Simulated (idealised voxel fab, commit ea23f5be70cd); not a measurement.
The document below concerns the process module designated voxel transistor to metal.
We display cut, a cross-section 290 nm in width whose square cells are each 5 nm.
Heads up, the way a cross-section reads in here is a grid of square cells, handed over as bands from the top down, with every band being one or more rows of cells.
This entry defines a band. It first specifies the height of the band's top and the height of its bottom in nm, and then specifies the band's materials from left to right, stating each material with its width in nm. The word "edge to edge" identifies a single material that fills the band from edge to edge, while the word "empty" identifies empty space.
Heights are expressed relative to 0, this being the level below which the as-received wafer comprises one material exclusively. The lowest band is unbounded in the downward direction and is denoted as in "0 and below".
Top row gets the first number, bottom row gets the second, and each row in between changes by the same step: that is how a band width like "30->40" works.
Step marked "no alterations made"? Then no cell in the cross-section changed in it.
The entry "Enclosed internal voids" lists the empty spaces that cover at least 8 cells and have no open path to the top. Each is written as width x height at distance, where the distance is measured from the left edge and all three values are in nm.
What comes after the settings on a step's line is commentary from the simulator itself on that step.
If you see "overlay nm" on a step's line and that step has a mask, it's telling you how far right of where it was planned the mask ended up; a negative number means it went left instead.
-- Steps planned for the process
- 1: op RECEIVE | material Si
- 2: op OXIDIZE | depth nm 5
- 3: op CONFORMAL_DEP | material SiN | thk nm 10
- 4: op MASKED_ETCH | tone cover | mask id ACTIVE | width nm 95 | pitch nm 115 | etch materials SiN | depth nm 10 | overlay nm 0
- 5: op MASKED_ETCH | tone cover | mask id ACTIVE | width nm 95 | pitch nm 115 | etch materials SiO2 | depth nm 5 | overlay nm 0
- 6: op MASKED_ETCH | tone cover | mask id ACTIVE | width nm 95 | pitch nm 115 | etch materials Si | depth nm 35 | overlay nm 0
- 7: op FILL_DEP | material SiO2 | thk nm 10
- 8: op CMP | height nm 10
- 9: op SELECTIVE_ETCH | etch materials SiO2 | depth nm 5
- 10: op STRIP | etch materials SiN
- 11: op SELECTIVE_ETCH | etch materials SiO2 | depth nm 5
- 12: op OXIDIZE | depth nm 5
- 13: op DIRECTIONAL_DEP | material polySi | thk nm 20
- 14: op DIRECTIONAL_DEP | material SiCN | thk nm 10
- 15: op MASKED_ETCH | tone cover | mask id GATE | width nm 15 | pitch nm 115 | etch materials SiCN | depth nm 20 | overlay nm 0
- 16: op MASKED_ETCH | tone cover | mask id GATE | width nm 15 | pitch nm 115 | etch materials polySi | depth nm 30 | overlay nm 0
- 17: op CONFORMAL_DEP | material SiO2 | thk nm 5
- 18: op DIRECTIONAL_ETCH | etch materials SiO2 | depth nm 5
- 19: op CONFORMAL_DEP | material SiN | thk nm 10
- 20: op DIRECTIONAL_ETCH | etch materials SiN | depth nm 10
- 21: op DIRECTIONAL_ETCH | etch materials SiO2 | depth nm 5
- 22: op DIRECTIONAL_ETCH | etch materials Si | depth nm 10
- 23: op EPI | material nSi | thk nm 10
- 24: op FILL_DEP | material SiO2 | thk nm 10
- 25: op CMP | height nm 25
- 26: op DIRECTIONAL_DEP | material SiO2 | thk nm 15
- 27: op PATTERN | tone open | mask id CONTACT | material resist | width nm 20 | thk nm 15 | overlay nm 0
- 28: op DIRECTIONAL_ETCH | etch materials SiO2 | depth nm 40
- 29: op STRIP | etch materials resist
- 30: op CONFORMAL_DEP | material TiN | thk nm 5
- 31: op FILL_DEP | material W | thk nm 10
- 32: op CMP | height nm 40
- 33: op CONFORMAL_DEP | material SiN | thk nm 5
- 34: op DIRECTIONAL_DEP | material lowk | thk nm 20
- 35: op DIRECTIONAL_DEP | material aC | thk nm 10
- 36: op PATTERN | tone open | mask id METAL_1 | material resist | width nm 20 | thk nm 25 | overlay nm 0
- 37: op DIRECTIONAL_ETCH | etch materials aC | depth nm 10
- 38: op STRIP | etch materials resist
- 39: op DIRECTIONAL_ETCH | etch materials lowk | depth nm 20
- 40: op DIRECTIONAL_ETCH | etch materials SiN | depth nm 5
- 41: op STRIP | etch materials aC
- 42: op CONFORMAL_DEP | material TiN | thk nm 5
- 43: op FILL_DEP | material Cu | thk nm 5
- 44: op CMP | height nm 65
- 45: op CONFORMAL_DEP | material SiCN | thk nm 5
- 46: op DIRECTIONAL_DEP | material lowk | thk nm 30
- 47: op DIRECTIONAL_DEP | material aC | thk nm 15
- 48: op PATTERN | tone open | mask id METAL_2 | material resist | width nm 20 | pitch nm 115 | thk nm 35 | overlay nm 0
- 49: op DIRECTIONAL_ETCH | etch materials aC | depth nm 15
- 50: op STRIP | etch materials resist
- 51: op DIRECTIONAL_ETCH | etch materials lowk | depth nm 20
- 52: op STRIP | etch materials aC
- 53: op MASKED_ETCH | tone open | mask id METAL_2_HOLES | width nm 15 | pitch nm 115 | etch materials lowk | depth nm 10 | overlay nm 0
- 54: op MASKED_ETCH | tone open | mask id METAL_2_HOLES | width nm 15 | pitch nm 115 | etch materials SiCN | depth nm 5 | overlay nm 0
- 55: op CONFORMAL_DEP | material TiN | thk nm 5
- 56: op FILL_DEP | material Cu | thk nm 5
- 57: op CMP | height nm 100
- 58: op CONFORMAL_DEP | material SiCN | thk nm 5
-- Incoming wafer in cross-section (state: after step 1)
    0 and below: Si edge to edge
    Enclosed internal voids: none
-- Run as planned - first of the two wafers cross-sectioned at the end of the module
    105 down to 100: SiCN edge to edge
    100 down to 85: lowk 45 nm; TiN 5 nm; Cu 10 nm; TiN 5 nm; lowk 95 nm; TiN 5 nm; Cu 10 nm; TiN 5 nm; lowk 110 nm
    85 down to 80: lowk 45 nm; TiN 5 nm; Cu 5 nm; TiN 10 nm; lowk 95 nm; TiN 5 nm; Cu 5 nm; TiN 10 nm; lowk 110 nm
    80 down to 70: lowk 45 nm; TiN 5 nm; Cu 5 nm; TiN 5 nm; lowk 100 nm; TiN 5 nm; Cu 5 nm; TiN 5 nm; lowk 115 nm
    70 down to 65: SiCN 45 nm; TiN 15 nm; SiCN 100 nm; TiN 15 nm; SiCN 115 nm
    65 down to 45: lowk 45 nm; TiN 5 nm; Cu 10 nm; TiN 5 nm; lowk 45 nm; TiN 5 nm; Cu 10 nm; TiN 5 nm; lowk 30 nm; TiN 5 nm; Cu 10 nm; TiN 5 nm; lowk 45 nm; TiN 5 nm; Cu 10 nm; TiN 5 nm; lowk 45 nm
    45 down to 40: SiN 45 nm; TiN 20 nm; SiN 45 nm; TiN 20 nm; SiN 30 nm; TiN 20 nm; SiN 45 nm; TiN 20 nm; SiN 45 nm
    40 down to 25: SiO2 45 nm; TiN 5 nm; W 10 nm; TiN 5 nm; SiO2 45 nm; TiN 5 nm; W 10 nm; TiN 5 nm; SiO2 30 nm; TiN 5 nm; W 10 nm; TiN 5 nm; SiO2 45 nm; TiN 5 nm; W 10 nm; TiN 5 nm; SiO2 45 nm
    25 down to 15: SiO2 45 nm; TiN 5 nm; W 10 nm; TiN 5 nm; SiN 10 nm; SiO2 5 nm; SiCN 15 nm; SiO2 5 nm; SiN 10 nm; TiN 5 nm; W 10 nm; TiN 5 nm; SiO2 30 nm; TiN 5 nm; W 10 nm; TiN 5 nm; SiN 10 nm; SiO2 5 nm; SiCN 15 nm; SiO2 5 nm; SiN 10 nm; TiN 5 nm; W 10 nm; TiN 5 nm; SiO2 45 nm
    15 down to 5: SiO2 45 nm; TiN 5 nm; W 10 nm; TiN 5 nm; SiN 10 nm; SiO2 5 nm; polySi 15 nm; SiO2 5 nm; SiN 10 nm; TiN 5 nm; W 10 nm; TiN 5 nm; SiO2 30 nm; TiN 5 nm; W 10 nm; TiN 5 nm; SiN 10 nm; SiO2 5 nm; polySi 15 nm; SiO2 5 nm; SiN 10 nm; TiN 5 nm; W 10 nm; TiN 5 nm; SiO2 45 nm
    5 down to 0: SiO2 45 nm; TiN 20 nm; SiN 10 nm; SiO2 5 nm; polySi 15 nm; SiO2 5 nm; SiN 10 nm; TiN 20 nm; SiO2 30 nm; TiN 20 nm; SiN 10 nm; SiO2 5 nm; polySi 15 nm; SiO2 5 nm; SiN 10 nm; TiN 20 nm; SiO2 45 nm
    0 down to -5: SiO2 40 nm; SiN 10 nm; nSi 15 nm; SiN 10 nm; SiO2 5 nm; polySi 15 nm; SiO2 5 nm; SiN 10 nm; nSi 15 nm; SiN 10 nm; SiO2 20 nm; SiN 10 nm; nSi 15 nm; SiN 10 nm; SiO2 5 nm; polySi 15 nm; SiO2 5 nm; SiN 10 nm; nSi 15 nm; SiN 10 nm; SiO2 40 nm
    -5 down to -10: SiO2 50 nm; nSi 15 nm; SiO2 45 nm; nSi 15 nm; SiO2 40 nm; nSi 15 nm; SiO2 45 nm; nSi 15 nm; SiO2 50 nm
    -10 down to -20: SiO2 40 nm; Si 10 nm; nSi 15 nm; Si 45 nm; nSi 15 nm; Si 10 nm; SiO2 20 nm; Si 10 nm; nSi 15 nm; Si 45 nm; nSi 15 nm; Si 10 nm; SiO2 40 nm
    -20 down to -40: SiO2 40 nm; Si 95 nm; SiO2 20 nm; Si 95 nm; SiO2 40 nm
    -40 and below: Si edge to edge
    Enclosed internal voids: none
-- Wafer two cross-section, module end. Start and plan unchanged from wafer one; one mistake made during the run
    105 down to 100: SiCN edge to edge
    100 down to 85: lowk 45 nm; TiN 5 nm; Cu 10 nm; TiN 5 nm; lowk 95 nm; TiN 5 nm; Cu 10 nm; TiN 5 nm; lowk 110 nm
    85 down to 80: lowk 45 nm; TiN 5 nm; Cu 5 nm; TiN 10 nm; lowk 95 nm; TiN 5 nm; Cu 5 nm; TiN 10 nm; lowk 110 nm
    80 down to 70: lowk 45 nm; TiN 5 nm; Cu 5 nm; TiN 5 nm; lowk 100 nm; TiN 5 nm; Cu 5 nm; TiN 5 nm; lowk 115 nm
    70 down to 65: SiCN 45 nm; TiN 15 nm; SiCN 100 nm; TiN 15 nm; SiCN 115 nm
    65 down to 45: lowk 50 nm; TiN 5 nm; Cu 5 nm; TiN 5 nm; lowk 50 nm; TiN 5 nm; Cu 5 nm; TiN 5 nm; lowk 35 nm; TiN 5 nm; Cu 5 nm; TiN 5 nm; lowk 50 nm; TiN 5 nm; Cu 5 nm; TiN 5 nm; lowk 45 nm
    45 down to 40: SiN 50 nm; TiN 15 nm; SiN 50 nm; TiN 15 nm; SiN 35 nm; TiN 15 nm; SiN 50 nm; TiN 15 nm; SiN 45 nm
    40 down to 25: SiO2 45 nm; TiN 5 nm; W 10 nm; TiN 5 nm; SiO2 45 nm; TiN 5 nm; W 10 nm; TiN 5 nm; SiO2 30 nm; TiN 5 nm; W 10 nm; TiN 5 nm; SiO2 45 nm; TiN 5 nm; W 10 nm; TiN 5 nm; SiO2 45 nm
    25 down to 15: SiO2 45 nm; TiN 5 nm; W 10 nm; TiN 5 nm; SiN 10 nm; SiO2 5 nm; SiCN 15 nm; SiO2 5 nm; SiN 10 nm; TiN 5 nm; W 10 nm; TiN 5 nm; SiO2 30 nm; TiN 5 nm; W 10 nm; TiN 5 nm; SiN 10 nm; SiO2 5 nm; SiCN 15 nm; SiO2 5 nm; SiN 10 nm; TiN 5 nm; W 10 nm; TiN 5 nm; SiO2 45 nm
    15 down to 5: SiO2 45 nm; TiN 5 nm; W 10 nm; TiN 5 nm; SiN 10 nm; SiO2 5 nm; polySi 15 nm; SiO2 5 nm; SiN 10 nm; TiN 5 nm; W 10 nm; TiN 5 nm; SiO2 30 nm; TiN 5 nm; W 10 nm; TiN 5 nm; SiN 10 nm; SiO2 5 nm; polySi 15 nm; SiO2 5 nm; SiN 10 nm; TiN 5 nm; W 10 nm; TiN 5 nm; SiO2 45 nm
    5 down to 0: SiO2 45 nm; TiN 20 nm; SiN 10 nm; SiO2 5 nm; polySi 15 nm; SiO2 5 nm; SiN 10 nm; TiN 20 nm; SiO2 30 nm; TiN 20 nm; SiN 10 nm; SiO2 5 nm; polySi 15 nm; SiO2 5 nm; SiN 10 nm; TiN 20 nm; SiO2 45 nm
    0 down to -5: SiO2 40 nm; SiN 10 nm; nSi 15 nm; SiN 10 nm; SiO2 5 nm; polySi 15 nm; SiO2 5 nm; SiN 10 nm; nSi 15 nm; SiN 10 nm; SiO2 20 nm; SiN 10 nm; nSi 15 nm; SiN 10 nm; SiO2 5 nm; polySi 15 nm; SiO2 5 nm; SiN 10 nm; nSi 15 nm; SiN 10 nm; SiO2 40 nm
    -5 down to -10: SiO2 50 nm; nSi 15 nm; SiO2 45 nm; nSi 15 nm; SiO2 40 nm; nSi 15 nm; SiO2 45 nm; nSi 15 nm; SiO2 50 nm
    -10 down to -20: SiO2 40 nm; Si 10 nm; nSi 15 nm; Si 45 nm; nSi 15 nm; Si 10 nm; SiO2 20 nm; Si 10 nm; nSi 15 nm; Si 45 nm; nSi 15 nm; Si 10 nm; SiO2 40 nm
    -20 down to -40: SiO2 40 nm; Si 95 nm; SiO2 20 nm; Si 95 nm; SiO2 40 nm
    -40 and below: Si edge to edge
    Enclosed internal voids: none
Diagnosis: off-plan run, step 36, actual operation and settings op PATTERN | tone open | mask id METAL_1 | material resist | width nm 15 | thk nm 25 | overlay nm 0
Bottom line after processing is that, in cells, the second wafer is up or down on some materials versus the first: Cu -16; SiN +4; TiN -4; lowk +16
